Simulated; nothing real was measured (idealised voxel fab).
The document below concerns the process module designated voxel wiring stack.
Square cell edge 5 nm, section width 275 nm, ID cut.
A cross-section in this document is a grid of square cells, and it is written down as bands, the top band listed before the ones below it; a band is made up of one or more rows of cells.
In this notation a band is specified by the heights of its top and bottom, in that order and in nm, after which its materials appear from left to right, each paired with its width in nm. The word "full width" attached to a single material means that material fills the band from edge to edge; the word "air" stands for empty space.
Height 0 is the level under which the wafer as received is all one material. The lowest band goes on downwards, as in "top 0, no bottom".
A two-number width, for instance "30 to 40", indicates that the width is equal to the first number in the top row of the band and to the second number in the bottom row, and that it changes by a constant amount per row of cells.
Given "no modification" for a step, no cell of the cross-section differs between before and after that step.
The entry "Fully sealed voids" lists the empty spaces that cover at least 8 cells and have no open path to the top. Each is written as width x height at distance, where the distance is measured from the left edge and all three values are in nm.
Read whatever lies past the settings on a step's line as the simulator's own remark about the step.
Among the settings permitted on a step's line is "overlay nm"; applied to a step with a mask, it specifies the extent to which the mask lay to the right of its planned position, whereas a negative figure signifies a position to the left.

[So here's the lineup of process steps we planned]
- 1: RECEIVE, material Si
- 2: CONFORMAL_DEP, material SiO2, thk nm 15
- 3: DIRECTIONAL_DEP, material TiN, thk nm 5
- 4: DIRECTIONAL_DEP, material Ru, thk nm 15
- 5: DIRECTIONAL_DEP, material aC, thk nm 15
- 6: PATTERN, tone cover, mask id METAL_1, material resist, width nm 25, pitch nm 40, thk nm 35, overlay nm 0
- 7: DIRECTIONAL_ETCH, etch materials aC, depth nm 15
- 8: STRIP, etch materials resist
- 9: DIRECTIONAL_ETCH, etch materials Ru, depth nm 15
- 10: DIRECTIONAL_ETCH, etch materials TiN, depth nm 5
- 11: STRIP, etch materials aC
- 12: FILL_DEP, material lowk, thk nm 5
- 13: CMP, height nm 35
- 14: CONFORMAL_DEP, material SiCN, thk nm 5
- 15: DIRECTIONAL_DEP, material lowk, thk nm 15
- 16: DIRECTIONAL_DEP, material aC, thk nm 15
- 17: PATTERN, tone open, mask id PLUG_1, material resist, width nm 15, pitch nm 40, thk nm 35, overlay nm 0
- 18: DIRECTIONAL_ETCH, etch materials aC, depth nm 15
- 19: STRIP, etch materials resist
- 20: DIRECTIONAL_ETCH, etch materials lowk, depth nm 15
- 21: DIRECTIONAL_ETCH, etch materials SiCN, depth nm 5
- 22: STRIP, etch materials aC
- 23: EPI, material Ru, thk nm 10
- 24: EPI, material Ru, thk nm 10
- 25: CONFORMAL_DEP, material SiN, thk nm 5
- 26: DIRECTIONAL_DEP, material SiO2, thk nm 15
- 27: MASKED_ETCH, tone open, mask id METAL_2, width nm 25, pitch nm 40, etch materials SiO2, depth nm 15, overlay nm 0
- 28: MASKED_ETCH, tone open, mask id METAL_2, width nm 25, pitch nm 40, etch materials SiN, depth nm 5, overlay nm 0
- 29: CONFORMAL_DEP, material TiN, thk nm 5
- 30: FILL_DEP, material Cu, thk nm 5
- 31: CMP, height nm 75
- 32: EPI, material Ru, thk nm 5
- 33: FILL_DEP, material SiCN, thk nm 5
- 34: DIRECTIONAL_DEP, material SiO2, thk nm 35
- 35: MASKED_ETCH, tone open, mask id METAL_3, width nm 25, pitch nm 40, etch materials SiO2, depth nm 20, overlay nm 0
- 36: DIRECTIONAL_DEP, material aC, thk nm 10
- 37: PATTERN, tone open, mask id METAL_3_HOLES, material resist, width nm 15, pitch nm 80, thk nm 30, overlay nm 0
- 38: DIRECTIONAL_ETCH, etch materials aC, depth nm 10
- 39: STRIP, etch materials resist
- 40: DIRECTIONAL_ETCH, etch materials SiO2, depth nm 15
- 41: DIRECTIONAL_ETCH, etch materials SiCN, depth nm 5
- 42: STRIP, etch materials aC
- 43: CONFORMAL_DEP, material TiN, thk nm 5
- 44: FILL_DEP, material Cu, thk nm 5
- 45: CMP, height nm 120
- 46: CONFORMAL_DEP, material SiN, thk nm 5

[Of two wafers, the first: run according to plan]

[Received-state cross-section, reflecting completion of step 1]
top 0, no bottom  Si full width
Fully sealed voids: none

[The following cross-section depicts the wafer upon completion of step 2]
top 15, bottom 0  SiO2 full width
Note: structure below 0 unchanged.

[The following cross-section depicts the wafer upon completion of step 3]
top 20, bottom 15  TiN full width
Note: structure below 15 unchanged.

[The following cross-section depicts the wafer upon completion of step 4]
top 35, bottom 20  Ru full width
Note: structure below 20 unchanged.

[The following cross-section depicts the wafer upon completion of step 5]
top 50, bottom 35  aC full width
Note: structure below 35 unchanged.

[The following cross-section depicts the wafer upon completion of step 6]
top 85, bottom 50  air 65; resist 25; air 15; resist 25; air 15; resist 25; air 15; resist 25; air 65
Note: structure below 50 unchanged.

[The following cross-section depicts the wafer upon completion of step 7]
top 70, bottom 50  air 65; resist 25; air 15; resist 25; air 15; resist 25; air 15; resist 25; air 65
top 50, bottom 35  air 65; aC 25; air 15; aC 25; air 15; aC 25; air 15; aC 25; air 65
Note: structure below 35 unchanged.

[The following cross-section depicts the wafer upon completion of step 8]
top 50, bottom 35  air 65; aC 25; air 15; aC 25; air 15; aC 25; air 15; aC 25; air 65
Note: structure below 35 unchanged.

[The following cross-section depicts the wafer upon completion of step 9]
top 50, bottom 35  air 65; aC 25; air 15; aC 25; air 15; aC 25; air 15; aC 25; air 65
top 35, bottom 20  air 65; Ru 25; air 15; Ru 25; air 15; Ru 25; air 15; Ru 25; air 65
Note: structure below 20 unchanged.

[The following cross-section depicts the wafer upon completion of step 10]
top 50, bottom 35  air 65; aC 25; air 15; aC 25; air 15; aC 25; air 15; aC 25; air 65
top 35, bottom 20  air 65; Ru 25; air 15; Ru 25; air 15; Ru 25; air 15; Ru 25; air 65
top 20, bottom 15  air 65; TiN 25; air 15; TiN 25; air 15; TiN 25; air 15; TiN 25; air 65
Note: structure below 15 unchanged.

[The following cross-section depicts the wafer upon completion of step 11]
top 35, bottom 20  air 65; Ru 25; air 15; Ru 25; air 15; Ru 25; air 15; Ru 25; air 65
Note: structure below 20 unchanged.

[The following cross-section depicts the wafer upon completion of step 12]
top 40, bottom 35  lowk full width
top 35, bottom 20  lowk 65; Ru 25; lowk 15; Ru 25; lowk 15; Ru 25; lowk 15; Ru 25; lowk 65
top 20, bottom 15  lowk 65; TiN 25; lowk 15; TiN 25; lowk 15; TiN 25; lowk 15; TiN 25; lowk 65
Note: structure below 15 unchanged.

[The following cross-section depicts the wafer upon completion of step 13]
top 35, bottom 20  lowk 65; Ru 25; lowk 15; Ru 25; lowk 15; Ru 25; lowk 15; Ru 25; lowk 65
Note: structure below 20 unchanged.

[The following cross-section depicts the wafer upon completion of step 14]
top 40, bottom 35  SiCN full width
Note: structure below 35 unchanged.

[The following cross-section depicts the wafer upon completion of step 15]
top 55, bottom 40  lowk full width
Note: structure below 40 unchanged.

[The following cross-section depicts the wafer upon completion of step 16]
top 70, bottom 55  aC full width
Note: structure below 55 unchanged.

[The following cross-section depicts the wafer upon completion of step 17]
top 105, bottom 70  resist 65; air 15; resist 25; air 15; resist 25; air 15; resist 25; air 15; resist 75
Note: structure below 70 unchanged.

[The following cross-section depicts the wafer upon completion of step 18]
top 90, bottom 70  resist 65; air 15; resist 25; air 15; resist 25; air 15; resist 25; air 15; resist 75
top 70, bottom 55  aC 65; air 15; aC 25; air 15; aC 25; air 15; aC 25; air 15; aC 75
Note: structure below 55 unchanged.

[The following cross-section depicts the wafer upon completion of step 19]
top 70, bottom 55  aC 65; air 15; aC 25; air 15; aC 25; air 15; aC 25; air 15; aC 75
Note: structure below 55 unchanged.

[The following cross-section depicts the wafer upon completion of step 20]
top 70, bottom 55  aC 65; air 15; aC 25; air 15; aC 25; air 15; aC 25; air 15; aC 75
top 55, bottom 40  lowk 65; air 15; lowk 25; air 15; lowk 25; air 15; lowk 25; air 15; lowk 75
Note: structure below 40 unchanged.

[The following cross-section depicts the wafer upon completion of step 21]
top 70, bottom 55  aC 65; air 15; aC 25; air 15; aC 25; air 15; aC 25; air 15; aC 75
top 55, bottom 40  lowk 65; air 15; lowk 25; air 15; lowk 25; air 15; lowk 25; air 15; lowk 75
top 40, bottom 35  SiCN 65; air 15; SiCN 25; air 15; SiCN 25; air 15; SiCN 25; air 15; SiCN 75
Note: structure below 35 unchanged.

[The following cross-section depicts the wafer upon completion of step 22]
top 55, bottom 40  lowk 65; air 15; lowk 25; air 15; lowk 25; air 15; lowk 25; air 15; lowk 75
Note: structure below 40 unchanged.

[The following cross-section depicts the wafer upon completion of step 23]
top 55, bottom 45  lowk 65; air 15; lowk 25; air 15; lowk 25; air 15; lowk 25; air 15; lowk 75
top 45, bottom 40  lowk 65; Ru 15; lowk 25; Ru 15; lowk 25; Ru 15; lowk 25; Ru 15; lowk 75
top 40, bottom 35  SiCN 65; Ru 15; SiCN 25; Ru 15; SiCN 25; Ru 15; SiCN 25; Ru 15; SiCN 75
Note: structure below 35 unchanged.

[The following cross-section depicts the wafer upon completion of step 24]
top 55, bottom 40  lowk 65; Ru 15; lowk 25; Ru 15; lowk 25; Ru 15; lowk 25; Ru 15; lowk 75
Note: structure below 40 unchanged.

[The following cross-section depicts the wafer upon completion of step 25]
top 60, bottom 55  SiN full width
Note: structure below 55 unchanged.

[The following cross-section depicts the wafer upon completion of step 26]
top 75, bottom 60  SiO2 full width
Note: structure below 60 unchanged.

[The following cross-section depicts the wafer upon completion of step 27]
top 75, bottom 60  SiO2 65; air 25; SiO2 15; air 25; SiO2 15; air 25; SiO2 15; air 25; SiO2 65
Note: structure below 60 unchanged.

[The following cross-section depicts the wafer upon completion of step 28]
top 75, bottom 60  SiO2 65; air 25; SiO2 15; air 25; SiO2 15; air 25; SiO2 15; air 25; SiO2 65
top 60, bottom 55  SiN 65; air 25; SiN 15; air 25; SiN 15; air 25; SiN 15; air 25; SiN 65
Note: structure below 55 unchanged.

[The following cross-section depicts the wafer upon completion of step 29]
top 80, bottom 75  TiN 70; air 15; TiN 25; air 15; TiN 25; air 15; TiN 25; air 15; TiN 70
top 75, bottom 60  SiO2 65; TiN 5; air 15; TiN 5; SiO2 15; TiN 5; air 15; TiN 5; SiO2 15; TiN 5; air 15; TiN 5; SiO2 15; TiN 5; air 15; TiN 5; SiO2 65
top 60, bottom 55  SiN 65; TiN 25; SiN 15; TiN 25; SiN 15; TiN 25; SiN 15; TiN 25; SiN 65
Note: structure below 55 unchanged.

[The following cross-section depicts the wafer upon completion of step 30]
top 85, bottom 80  Cu full width
top 80, bottom 75  TiN 70; Cu 15; TiN 25; Cu 15; TiN 25; Cu 15; TiN 25; Cu 15; TiN 70
top 75, bottom 60  SiO2 65; TiN 5; Cu 15; TiN 5; SiO2 15; TiN 5; Cu 15; TiN 5; SiO2 15; TiN 5; Cu 15; TiN 5; SiO2 15; TiN 5; Cu 15; TiN 5; SiO2 65
Note: structure below 60 unchanged.

[The following cross-section depicts the wafer upon completion of step 31]
top 75, bottom 60  SiO2 65; TiN 5; Cu 15; TiN 5; SiO2 15; TiN 5; Cu 15; TiN 5; SiO2 15; TiN 5; Cu 15; TiN 5; SiO2 15; TiN 5; Cu 15; TiN 5; SiO2 65
Note: structure below 60 unchanged.

[The following cross-section depicts the wafer upon completion of step 32]
top 80, bottom 75  air 60; Ru 35; air 5; Ru 35; air 5; Ru 35; air 5; Ru 35; air 60
Note: structure below 75 unchanged.

[The following cross-section depicts the wafer upon completion of step 33]
top 85, bottom 80  SiCN full width
top 80, bottom 75  SiCN 60; Ru 35; SiCN 5; Ru 35; SiCN 5; Ru 35; SiCN 5; Ru 35; SiCN 60
Note: structure below 75 unchanged.

[The following cross-section depicts the wafer upon completion of step 34]
top 120, bottom 85  SiO2 full width
Note: structure below 85 unchanged.

[The following cross-section depicts the wafer upon completion of step 35]
top 120, bottom 100  SiO2 65; air 25; SiO2 15; air 25; SiO2 15; air 25; SiO2 15; air 25; SiO2 65
Note: structure below 100 unchanged.

[The following cross-section depicts the wafer upon completion of step 36]
top 130, bottom 120  aC 65; air 25; aC 15; air 25; aC 15; air 25; aC 15; air 25; aC 65
top 120, bottom 110  SiO2 65; air 25; SiO2 15; air 25; SiO2 15; air 25; SiO2 15; air 25; SiO2 65
top 110, bottom 100  SiO2 65; aC 25; SiO2 15; aC 25; SiO2 15; aC 25; SiO2 15; aC 25; SiO2 65
Note: structure below 100 unchanged.

[The following cross-section depicts the wafer upon completion of step 37]
top 160, bottom 130  resist 65; air 15; resist 65; air 15; resist 115
top 130, bottom 120  aC 65; air 15; resist 10; aC 15; resist 25; aC 15; air 15; resist 10; aC 15; resist 25; aC 65
top 120, bottom 110  SiO2 65; air 15; resist 10; SiO2 15; resist 25; SiO2 15; air 15; resist 10; SiO2 15; resist 25; SiO2 65
Note: structure below 110 unchanged.

[The following cross-section depicts the wafer upon completion of step 38]
top 150, bottom 130  resist 65; air 15; resist 65; air 15; resist 115
top 130, bottom 120  aC 65; air 15; resist 10; aC 15; resist 25; aC 15; air 15; resist 10; aC 15; resist 25; aC 65
top 120, bottom 110  SiO2 65; air 15; resist 10; SiO2 15; resist 25; SiO2 15; air 15; resist 10; SiO2 15; resist 25; SiO2 65
top 110, bottom 100  SiO2 65; air 15; aC 10; SiO2 15; aC 25; SiO2 15; air 15; aC 10; SiO2 15; aC 25; SiO2 65
Note: structure below 100 unchanged.

[The following cross-section depicts the wafer upon completion of step 39]
top 130, bottom 120  aC 65; air 25; aC 15; air 25; aC 15; air 25; aC 15; air 25; aC 65
top 120, bottom 110  SiO2 65; air 25; SiO2 15; air 25; SiO2 15; air 25; SiO2 15; air 25; SiO2 65
Note: structure below 110 unchanged.

[The following cross-section depicts the wafer upon completion of step 40]
top 130, bottom 120  aC 65; air 25; aC 15; air 25; aC 15; air 25; aC 15; air 25; aC 65
top 120, bottom 110  SiO2 65; air 25; SiO2 15; air 25; SiO2 15; air 25; SiO2 15; air 25; SiO2 65
top 110, bottom 100  SiO2 65; air 15; aC 10; SiO2 15; aC 25; SiO2 15; air 15; aC 10; SiO2 15; aC 25; SiO2 65
top 100, bottom 85  SiO2 65; air 15; SiO2 65; air 15; SiO2 115
Note: structure below 85 unchanged.

[The following cross-section depicts the wafer upon completion of step 41]
top 130, bottom 120  aC 65; air 25; aC 15; air 25; aC 15; air 25; aC 15; air 25; aC 65
top 120, bottom 110  SiO2 65; air 25; SiO2 15; air 25; SiO2 15; air 25; SiO2 15; air 25; SiO2 65
top 110, bottom 100  SiO2 65; air 15; aC 10; SiO2 15; aC 25; SiO2 15; air 15; aC 10; SiO2 15; aC 25; SiO2 65
top 100, bottom 85  SiO2 65; air 15; SiO2 65; air 15; SiO2 115
top 85, bottom 80  SiCN 65; air 15; SiCN 65; air 15; SiCN 115
Note: structure below 80 unchanged.

[The following cross-section depicts the wafer upon completion of step 42]
top 120, bottom 100  SiO2 65; air 25; SiO2 15; air 25; SiO2 15; air 25; SiO2 15; air 25; SiO2 65
Note: structure below 100 unchanged.

[The following cross-section depicts the wafer upon completion of step 43]
top 125, bottom 120  TiN 70; air 15; TiN 25; air 15; TiN 25; air 15; TiN 25; air 15; TiN 70
top 120, bottom 105  SiO2 65; TiN 5; air 15; TiN 5; SiO2 15; TiN 5; air 15; TiN 5; SiO2 15; TiN 5; air 15; TiN 5; SiO2 15; TiN 5; air 15; TiN 5; SiO2 65
top 105, bottom 100  SiO2 65; TiN 5; air 5; TiN 15; SiO2 15; TiN 25; SiO2 15; TiN 5; air 5; TiN 15; SiO2 15; TiN 25; SiO2 65
top 100, bottom 85  SiO2 65; TiN 5; air 5; TiN 5; SiO2 65; TiN 5; air 5; TiN 5; SiO2 115
top 85, bottom 80  SiCN 65; TiN 15; SiCN 65; TiN 15; SiCN 115
Note: structure below 80 unchanged.

[The following cross-section depicts the wafer upon completion of step 44]
top 130, bottom 125  Cu full width
top 125, bottom 120  TiN 70; Cu 15; TiN 25; Cu 15; TiN 25; Cu 15; TiN 25; Cu 15; TiN 70
top 120, bottom 105  SiO2 65; TiN 5; Cu 15; TiN 5; SiO2 15; TiN 5; Cu 15; TiN 5; SiO2 15; TiN 5; Cu 15; TiN 5; SiO2 15; TiN 5; Cu 15; TiN 5; SiO2 65
top 105, bottom 100  SiO2 65; TiN 5; Cu 5; TiN 15; SiO2 15; TiN 25; SiO2 15; TiN 5; Cu 5; TiN 15; SiO2 15; TiN 25; SiO2 65
top 100, bottom 85  SiO2 65; TiN 5; Cu 5; TiN 5; SiO2 65; TiN 5; Cu 5; TiN 5; SiO2 115
Note: structure below 85 unchanged.

[The following cross-section depicts the wafer upon completion of step 45]
top 120, bottom 105  SiO2 65; TiN 5; Cu 15; TiN 5; SiO2 15; TiN 5; Cu 15; TiN 5; SiO2 15; TiN 5; Cu 15; TiN 5; SiO2 15; TiN 5; Cu 15; TiN 5; SiO2 65
Note: structure below 105 unchanged.

[The following cross-section depicts the wafer upon completion of step 46]
top 125, bottom 120  SiN full width
Note: structure below 120 unchanged.

[Wafer two. Identical start, identical plan. One mistake in execution. Identical history through step 5]

[Second wafer, sectioned view, at step 6's planned end time]
top 85, bottom 50  air 55; resist 25; air 15; resist 25; air 15; resist 25; air 15; resist 25; air 75
Note: structure below 50 unchanged.

[Second wafer, sectioned view, at step 7's planned end time]
top 70, bottom 50  air 55; resist 25; air 15; resist 25; air 15; resist 25; air 15; resist 25; air 75
top 50, bottom 35  air 55; aC 25; air 15; aC 25; air 15; aC 25; air 15; aC 25; air 75
Note: structure below 35 unchanged.

[Second wafer, sectioned view, at step 8's planned end time]
top 50, bottom 35  air 55; aC 25; air 15; aC 25; air 15; aC 25; air 15; aC 25; air 75
Note: structure below 35 unchanged.

[Second wafer, sectioned view, at step 9's planned end time]
top 50, bottom 35  air 55; aC 25; air 15; aC 25; air 15; aC 25; air 15; aC 25; air 75
top 35, bottom 20  air 55; Ru 25; air 15; Ru 25; air 15; Ru 25; air 15; Ru 25; air 75
Note: structure below 20 unchanged.

[Second wafer, sectioned view, at step 10's planned end time]
top 50, bottom 35  air 55; aC 25; air 15; aC 25; air 15; aC 25; air 15; aC 25; air 75
top 35, bottom 20  air 55; Ru 25; air 15; Ru 25; air 15; Ru 25; air 15; Ru 25; air 75
top 20, bottom 15  air 55; TiN 25; air 15; TiN 25; air 15; TiN 25; air 15; TiN 25; air 75
Note: structure below 15 unchanged.

[Second wafer, sectioned view, at step 11's planned end time]
top 35, bottom 20  air 55; Ru 25; air 15; Ru 25; air 15; Ru 25; air 15; Ru 25; air 75
Note: structure below 20 unchanged.

[Second wafer, sectioned view, at step 12's planned end time]
top 40, bottom 35  lowk full width
top 35, bottom 20  lowk 55; Ru 25; lowk 15; Ru 25; lowk 15; Ru 25; lowk 15; Ru 25; lowk 75
top 20, bottom 15  lowk 55; TiN 25; lowk 15; TiN 25; lowk 15; TiN 25; lowk 15; TiN 25; lowk 75
Note: structure below 15 unchanged.

[Second wafer, sectioned view, at step 13's planned end time]
top 35, bottom 20  lowk 55; Ru 25; lowk 15; Ru 25; lowk 15; Ru 25; lowk 15; Ru 25; lowk 75
Note: structure below 20 unchanged.

[Second wafer, sectioned view, at step 14's planned end time]
top 40, bottom 35  SiCN full width
Note: structure below 35 unchanged.

[Second wafer, sectioned view, at step 15's planned end time]
top 55, bottom 40  lowk full width
Note: structure below 40 unchanged.

[Second wafer, sectioned view, at step 16's planned end time]
top 70, bottom 55  aC full width
Note: structure below 55 unchanged.

[Second wafer, sectioned view, at step 17's planned end time]
top 105, bottom 70  resist 65; air 15; resist 25; air 15; resist 25; air 15; resist 25; air 15; resist 75
Note: structure below 70 unchanged.

[Second wafer, sectioned view, at step 18's planned end time]
top 90, bottom 70  resist 65; air 15; resist 25; air 15; resist 25; air 15; resist 25; air 15; resist 75
top 70, bottom 55  aC 65; air 15; aC 25; air 15; aC 25; air 15; aC 25; air 15; aC 75
Note: structure below 55 unchanged.

[Second wafer, sectioned view, at step 19's planned end time]
top 70, bottom 55  aC 65; air 15; aC 25; air 15; aC 25; air 15; aC 25; air 15; aC 75
Note: structure below 55 unchanged.

[Second wafer, sectioned view, at step 20's planned end time]
top 70, bottom 55  aC 65; air 15; aC 25; air 15; aC 25; air 15; aC 25; air 15; aC 75
top 55, bottom 40  lowk 65; air 15; lowk 25; air 15; lowk 25; air 15; lowk 25; air 15; lowk 75
Note: structure below 40 unchanged.

[Second wafer, sectioned view, at step 21's planned end time]
top 70, bottom 55  aC 65; air 15; aC 25; air 15; aC 25; air 15; aC 25; air 15; aC 75
top 55, bottom 40  lowk 65; air 15; lowk 25; air 15; lowk 25; air 15; lowk 25; air 15; lowk 75
top 40, bottom 35  SiCN 65; air 15; SiCN 25; air 15; SiCN 25; air 15; SiCN 25; air 15; SiCN 75
Note: structure below 35 unchanged.

[Second wafer, sectioned view, at step 22's planned end time]
top 55, bottom 40  lowk 65; air 15; lowk 25; air 15; lowk 25; air 15; lowk 25; air 15; lowk 75
Note: structure below 40 unchanged.

[Second wafer, sectioned view, at step 23's planned end time]
top 55, bottom 45  lowk 65; air 15; lowk 25; air 15; lowk 25; air 15; lowk 25; air 15; lowk 75
top 45, bottom 40  lowk 65; Ru 15; lowk 25; Ru 15; lowk 25; Ru 15; lowk 25; Ru 15; lowk 75
top 40, bottom 35  SiCN 65; Ru 15; SiCN 25; Ru 15; SiCN 25; Ru 15; SiCN 25; Ru 15; SiCN 75
Note: structure below 35 unchanged.

[Second wafer, sectioned view, at step 24's planned end time]
top 55, bottom 40  lowk 65; Ru 15; lowk 25; Ru 15; lowk 25; Ru 15; lowk 25; Ru 15; lowk 75
Note: structure below 40 unchanged.

[Second wafer, sectioned view, at step 25's planned end time]
top 60, bottom 55  SiN full width
Note: structure below 55 unchanged.

[Second wafer, sectioned view, at step 26's planned end time]
top 75, bottom 60  SiO2 full width
Note: structure below 60 unchanged.

[Second wafer, sectioned view, at step 27's planned end time]
top 75, bottom 60  SiO2 65; air 25; SiO2 15; air 25; SiO2 15; air 25; SiO2 15; air 25; SiO2 65
Note: structure below 60 unchanged.

[Second wafer, sectioned view, at step 28's planned end time]
top 75, bottom 60  SiO2 65; air 25; SiO2 15; air 25; SiO2 15; air 25; SiO2 15; air 25; SiO2 65
top 60, bottom 55  SiN 65; air 25; SiN 15; air 25; SiN 15; air 25; SiN 15; air 25; SiN 65
Note: structure below 55 unchanged.

[Second wafer, sectioned view, at step 29's planned end time]
top 80, bottom 75  TiN 70; air 15; TiN 25; air 15; TiN 25; air 15; TiN 25; air 15; TiN 70
top 75, bottom 60  SiO2 65; TiN 5; air 15; TiN 5; SiO2 15; TiN 5; air 15; TiN 5; SiO2 15; TiN 5; air 15; TiN 5; SiO2 15; TiN 5; air 15; TiN 5; SiO2 65
top 60, bottom 55  SiN 65; TiN 25; SiN 15; TiN 25; SiN 15; TiN 25; SiN 15; TiN 25; SiN 65
Note: structure below 55 unchanged.

[Second wafer, sectioned view, at step 30's planned end time]
top 85, bottom 80  Cu full width
top 80, bottom 75  TiN 70; Cu 15; TiN 25; Cu 15; TiN 25; Cu 15; TiN 25; Cu 15; TiN 70
top 75, bottom 60  SiO2 65; TiN 5; Cu 15; TiN 5; SiO2 15; TiN 5; Cu 15; TiN 5; SiO2 15; TiN 5; Cu 15; TiN 5; SiO2 15; TiN 5; Cu 15; TiN 5; SiO2 65
Note: structure below 60 unchanged.

[Second wafer, sectioned view, at step 31's planned end time]
top 75, bottom 60  SiO2 65; TiN 5; Cu 15; TiN 5; SiO2 15; TiN 5; Cu 15; TiN 5; SiO2 15; TiN 5; Cu 15; TiN 5; SiO2 15; TiN 5; Cu 15; TiN 5; SiO2 65
Note: structure below 60 unchanged.

[Second wafer, sectioned view, at step 32's planned end time]
top 80, bottom 75  air 60; Ru 35; air 5; Ru 35; air 5; Ru 35; air 5; Ru 35; air 60
Note: structure below 75 unchanged.

[Second wafer, sectioned view, at step 33's planned end time]
top 85, bottom 80  SiCN full width
top 80, bottom 75  SiCN 60; Ru 35; SiCN 5; Ru 35; SiCN 5; Ru 35; SiCN 5; Ru 35; SiCN 60
Note: structure below 75 unchanged.

[Second wafer, sectioned view, at step 34's planned end time]
top 120, bottom 85  SiO2 full width
Note: structure below 85 unchanged.

[Second wafer, sectioned view, at step 35's planned end time]
top 120, bottom 100  SiO2 65; air 25; SiO2 15; air 25; SiO2 15; air 25; SiO2 15; air 25; SiO2 65
Note: structure below 100 unchanged.

[Second wafer, sectioned view, at step 36's planned end time]
top 130, bottom 120  aC 65; air 25; aC 15; air 25; aC 15; air 25; aC 15; air 25; aC 65
top 120, bottom 110  SiO2 65; air 25; SiO2 15; air 25; SiO2 15; air 25; SiO2 15; air 25; SiO2 65
top 110, bottom 100  SiO2 65; aC 25; SiO2 15; aC 25; SiO2 15; aC 25; SiO2 15; aC 25; SiO2 65
Note: structure below 100 unchanged.

[Second wafer, sectioned view, at step 37's planned end time]
top 160, bottom 130  resist 65; air 15; resist 65; air 15; resist 115
top 130, bottom 120  aC 65; air 15; resist 10; aC 15; resist 25; aC 15; air 15; resist 10; aC 15; resist 25; aC 65
top 120, bottom 110  SiO2 65; air 15; resist 10; SiO2 15; resist 25; SiO2 15; air 15; resist 10; SiO2 15; resist 25; SiO2 65
Note: structure below 110 unchanged.

[Second wafer, sectioned view, at step 38's planned end time]
top 150, bottom 130  resist 65; air 15; resist 65; air 15; resist 115
top 130, bottom 120  aC 65; air 15; resist 10; aC 15; resist 25; aC 15; air 15; resist 10; aC 15; resist 25; aC 65
top 120, bottom 110  SiO2 65; air 15; resist 10; SiO2 15; resist 25; SiO2 15; air 15; resist 10; SiO2 15; resist 25; SiO2 65
top 110, bottom 100  SiO2 65; air 15; aC 10; SiO2 15; aC 25; SiO2 15; air 15; aC 10; SiO2 15; aC 25; SiO2 65
Note: structure below 100 unchanged.

[Second wafer, sectioned view, at step 39's planned end time]
top 130, bottom 120  aC 65; air 25; aC 15; air 25; aC 15; air 25; aC 15; air 25; aC 65
top 120, bottom 110  SiO2 65; air 25; SiO2 15; air 25; SiO2 15; air 25; SiO2 15; air 25; SiO2 65
Note: structure below 110 unchanged.

[Second wafer, sectioned view, at step 40's planned end time]
top 130, bottom 120  aC 65; air 25; aC 15; air 25; aC 15; air 25; aC 15; air 25; aC 65
top 120, bottom 110  SiO2 65; air 25; SiO2 15; air 25; SiO2 15; air 25; SiO2 15; air 25; SiO2 65
top 110, bottom 100  SiO2 65; air 15; aC 10; SiO2 15; aC 25; SiO2 15; air 15; aC 10; SiO2 15; aC 25; SiO2 65
top 100, bottom 85  SiO2 65; air 15; SiO2 65; air 15; SiO2 115
Note: structure below 85 unchanged.

[Second wafer, sectioned view, at step 41's planned end time]
top 130, bottom 120  aC 65; air 25; aC 15; air 25; aC 15; air 25; aC 15; air 25; aC 65
top 120, bottom 110  SiO2 65; air 25; SiO2 15; air 25; SiO2 15; air 25; SiO2 15; air 25; SiO2 65
top 110, bottom 100  SiO2 65; air 15; aC 10; SiO2 15; aC 25; SiO2 15; air 15; aC 10; SiO2 15; aC 25; SiO2 65
top 100, bottom 85  SiO2 65; air 15; SiO2 65; air 15; SiO2 115
top 85, bottom 80  SiCN 65; air 15; SiCN 65; air 15; SiCN 115
Note: structure below 80 unchanged.

[Second wafer, sectioned view, at step 42's planned end time]
top 120, bottom 100  SiO2 65; air 25; SiO2 15; air 25; SiO2 15; air 25; SiO2 15; air 25; SiO2 65
Note: structure below 100 unchanged.

[Second wafer, sectioned view, at step 43's planned end time]
top 125, bottom 120  TiN 70; air 15; TiN 25; air 15; TiN 25; air 15; TiN 25; air 15; TiN 70
top 120, bottom 105  SiO2 65; TiN 5; air 15; TiN 5; SiO2 15; TiN 5; air 15; TiN 5; SiO2 15; TiN 5; air 15; TiN 5; SiO2 15; TiN 5; air 15; TiN 5; SiO2 65
top 105, bottom 100  SiO2 65; TiN 5; air 5; TiN 15; SiO2 15; TiN 25; SiO2 15; TiN 5; air 5; TiN 15; SiO2 15; TiN 25; SiO2 65
top 100, bottom 85  SiO2 65; TiN 5; air 5; TiN 5; SiO2 65; TiN 5; air 5; TiN 5; SiO2 115
top 85, bottom 80  SiCN 65; TiN 15; SiCN 65; TiN 15; SiCN 115
Note: structure below 80 unchanged.

[Second wafer, sectioned view, at step 44's planned end time]
top 130, bottom 125  Cu full width
top 125, bottom 120  TiN 70; Cu 15; TiN 25; Cu 15; TiN 25; Cu 15; TiN 25; Cu 15; TiN 70
top 120, bottom 105  SiO2 65; TiN 5; Cu 15; TiN 5; SiO2 15; TiN 5; Cu 15; TiN 5; SiO2 15; TiN 5; Cu 15; TiN 5; SiO2 15; TiN 5; Cu 15; TiN 5; SiO2 65
top 105, bottom 100  SiO2 65; TiN 5; Cu 5; TiN 15; SiO2 15; TiN 25; SiO2 15; TiN 5; Cu 5; TiN 15; SiO2 15; TiN 25; SiO2 65
top 100, bottom 85  SiO2 65; TiN 5; Cu 5; TiN 5; SiO2 65; TiN 5; Cu 5; TiN 5; SiO2 115
Note: structure below 85 unchanged.

[Second wafer, sectioned view, at step 45's planned end time]
top 120, bottom 105  SiO2 65; TiN 5; Cu 15; TiN 5; SiO2 15; TiN 5; Cu 15; TiN 5; SiO2 15; TiN 5; Cu 15; TiN 5; SiO2 15; TiN 5; Cu 15; TiN 5; SiO2 65
Note: structure below 105 unchanged.

[Second wafer, sectioned view, at step 46's planned end time]
top 125, bottom 120  SiN full width
Note: structure below 120 unchanged.
what went wrong: step 6 off recipe, ran as PATTERN, tone cover, mask id METAL_1, material resist, width nm 25, pitch nm 40, thk nm 35, overlay nm -10
End check, second vs first wafer: material counts in cells match, positions do not.
